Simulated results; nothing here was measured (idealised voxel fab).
A process module follows: voxel ribs on slabs.
For reference, the cross-section in this document is cut, with width 145 nm and square cells of 5 nm.
Heads up, the way a cross-section reads in here is a grid of square cells, handed over as bands from the top down, with every band being one or more rows of cells. Top, bottom (nm), then materials left to right with widths (nm); lone material tagged "everywhere" fills the whole band edge to edge; "empty" = empty space. Height reference: 0 = level under which incoming wafer is all one material. Lowest band: no bottom, runs on downward, e.g. "0 nm and below". Top row gets the first number, bottom row gets the second, and each row in between changes by the same step: that is how a band width like "30 to 40" works. Take "remained the same" at face value: in the step it is given for, the cross-section changed in none of its cells. Empty spaces counting at least 8 cells and having no open way to the top are listed in "Enclosed internal voids". The notation width x height at distance is used for each, the distance being from the left edge and all three values in nm. Step line, after settings: the simulator's comment on this step. overlay nm: right-of-plan distance of the mask on a masked step; negative values mean left-of-plan.
### Planned process steps
1) op RECEIVE | material Si
2) op DIRECTIONAL_DEP | material SiO2 | thk nm 25
3) op DIRECTIONAL_DEP | material polySi | thk nm 15
4) op DIRECTIONAL_DEP | material aC | thk nm 10
5) op PATTERN | tone cover | mask id RIB | material resist | width nm 15 | thk nm 30 | overlay nm 0
6) op DIRECTIONAL_ETCH | etch materials aC | depth nm 10
7) op STRIP | etch materials resist
8) op DIRECTIONAL_ETCH | etch materials polySi | depth nm 10
9) op STRIP | etch materials aC
10) op MASKED_ETCH | tone cover | mask id SLAB | width nm 55 | etch materials polySi | depth nm 5 | overlay nm 0
11) op FILL_DEP | material SiO2 | thk nm 25
12) op CMP | height nm 55
13) op DIRECTIONAL_DEP | material TiN | thk nm 10
14) op PATTERN | tone cover | mask id HEATER | material resist | width nm 25 | thk nm 20 | overlay nm 0
15) op DIRECTIONAL_ETCH | etch materials TiN | depth nm 10
16) op STRIP | etch materials resist
17) op CONFORMAL_DEP | material SiO2 | thk nm 5
### First of the two wafers, run per plan
### Step 1 complete: cross-section of the wafer as received
* 0 nm and below  Si everywhere
* Enclosed internal voids: none
### Step 2 complete: cross-section through the wafer
* 25 nm to 0 nm  SiO2 everywhere
* below 0: unchanged
### Step 3 complete: cross-section through the wafer
* 40 nm to 25 nm  polySi everywhere
* below 25: unchanged
### Step 4 complete: cross-section through the wafer
* 50 nm to 40 nm  aC everywhere
* below 40: unchanged
### Step 5 complete: cross-section through the wafer
* 80 nm to 50 nm  empty=65, resist=15, empty=65
* below 50: unchanged
### Step 6 complete: cross-section through the wafer
* 70 nm to 50 nm  empty=65, resist=15, empty=65
* 50 nm to 40 nm  empty=65, aC=15, empty=65
* below 40: unchanged
### Step 7 complete: cross-section through the wafer
* 50 nm to 40 nm  empty=65, aC=15, empty=65
* below 40: unchanged
### Step 8 complete: cross-section through the wafer
* 50 nm to 40 nm  empty=65, aC=15, empty=65
* 40 nm to 30 nm  empty=65, polySi=15, empty=65
* below 30: unchanged
### Step 9 complete: cross-section through the wafer
* 40 nm to 30 nm  empty=65, polySi=15, empty=65
* below 30: unchanged
### Step 10 complete: cross-section through the wafer
* 40 nm to 30 nm  empty=65, polySi=15, empty=65
* 30 nm to 25 nm  empty=45, polySi=55, empty=45
* below 25: unchanged
### Step 11 complete: cross-section through the wafer
* 65 nm to 40 nm  SiO2 everywhere
* 40 nm to 30 nm  SiO2=65, polySi=15, SiO2=65
* 30 nm to 25 nm  SiO2=45, polySi=55, SiO2=45
* below 25: unchanged
### Step 12 complete: cross-section through the wafer
* 55 nm to 40 nm  SiO2 everywhere
* below 40: unchanged
### Step 13 complete: cross-section through the wafer
* 65 nm to 55 nm  TiN everywhere
* below 55: unchanged
### Step 14 complete: cross-section through the wafer
* 85 nm to 65 nm  empty=60, resist=25, empty=60
* below 65: unchanged
### Step 15 complete: cross-section through the wafer
* 85 nm to 65 nm  empty=60, resist=25, empty=60
* 65 nm to 55 nm  empty=60, TiN=25, empty=60
* below 55: unchanged
### Step 16 complete: cross-section through the wafer
* 65 nm to 55 nm  empty=60, TiN=25, empty=60
* below 55: unchanged
### Step 17 complete: cross-section through the wafer
* 70 nm to 65 nm  empty=55, SiO2=35, empty=55
* 65 nm to 60 nm  empty=55, SiO2=5, TiN=25, SiO2=5, empty=55
* 60 nm to 55 nm  SiO2=60, TiN=25, SiO2=60
* below 55: unchanged
### The second wafer: identical to the first at the outset and in its planned sequence, differing only in that one mistake was made during processing; up to and including step 1, its path is the first wafer's path
### Second wafer, cut view, end of step 2 per plan
* 20 nm to 0 nm  SiO2 everywhere
* below 0: unchanged
### Second wafer, cut view, end of step 3 per plan
* 35 nm to 20 nm  polySi everywhere
* below 20: unchanged
### Second wafer, cut view, end of step 4 per plan
* 45 nm to 35 nm  aC everywhere
* below 35: unchanged
### Second wafer, cut view, end of step 5 per plan
* 75 nm to 45 nm  empty=65, resist=15, empty=65
* below 45: unchanged
### Second wafer, cut view, end of step 6 per plan
* 65 nm to 45 nm  empty=65, resist=15, empty=65
* 45 nm to 35 nm  empty=65, aC=15, empty=65
* below 35: unchanged
### Second wafer, cut view, end of step 7 per plan
* 45 nm to 35 nm  empty=65, aC=15, empty=65
* below 35: unchanged
### Second wafer, cut view, end of step 8 per plan
* 45 nm to 35 nm  empty=65, aC=15, empty=65
* 35 nm to 25 nm  empty=65, polySi=15, empty=65
* below 25: unchanged
### Second wafer, cut view, end of step 9 per plan
* 35 nm to 25 nm  empty=65, polySi=15, empty=65
* below 25: unchanged
### Second wafer, cut view, end of step 10 per plan
* 35 nm to 25 nm  empty=65, polySi=15, empty=65
* 25 nm to 20 nm  empty=45, polySi=55, empty=45
* below 20: unchanged
### Second wafer, cut view, end of step 11 per plan
* 60 nm to 35 nm  SiO2 everywhere
* 35 nm to 25 nm  SiO2=65, polySi=15, SiO2=65
* 25 nm to 20 nm  SiO2=45, polySi=55, SiO2=45
* below 20: unchanged
### Second wafer, cut view, end of step 12 per plan
* 55 nm to 35 nm  SiO2 everywhere
* below 35: unchanged
### Second wafer, cut view, end of step 13 per plan
* 65 nm to 55 nm  TiN everywhere
* below 55: unchanged
### Second wafer, cut view, end of step 14 per plan
* 85 nm to 65 nm  empty=60, resist=25, empty=60
* below 65: unchanged
### Second wafer, cut view, end of step 15 per plan
* 85 nm to 65 nm  empty=60, resist=25, empty=60
* 65 nm to 55 nm  empty=60, TiN=25, empty=60
* below 55: unchanged
### Second wafer, cut view, end of step 16 per plan
* 65 nm to 55 nm  empty=60, TiN=25, empty=60
* below 55: unchanged
### Second wafer, cut view, end of step 17 per plan
* 70 nm to 65 nm  empty=55, SiO2=35, empty=55
* 65 nm to 60 nm  empty=55, SiO2=5, TiN=25, SiO2=5, empty=55
* 60 nm to 55 nm  SiO2=60, TiN=25, SiO2=60
* below 55: unchanged
Short version of what went wrong: step 2 changed vs plan, executed as op DIRECTIONAL_DEP | material SiO2 | thk nm 20
At the end, the second wafer has the same number of cells of each material as the first, but those cells sit in other places.
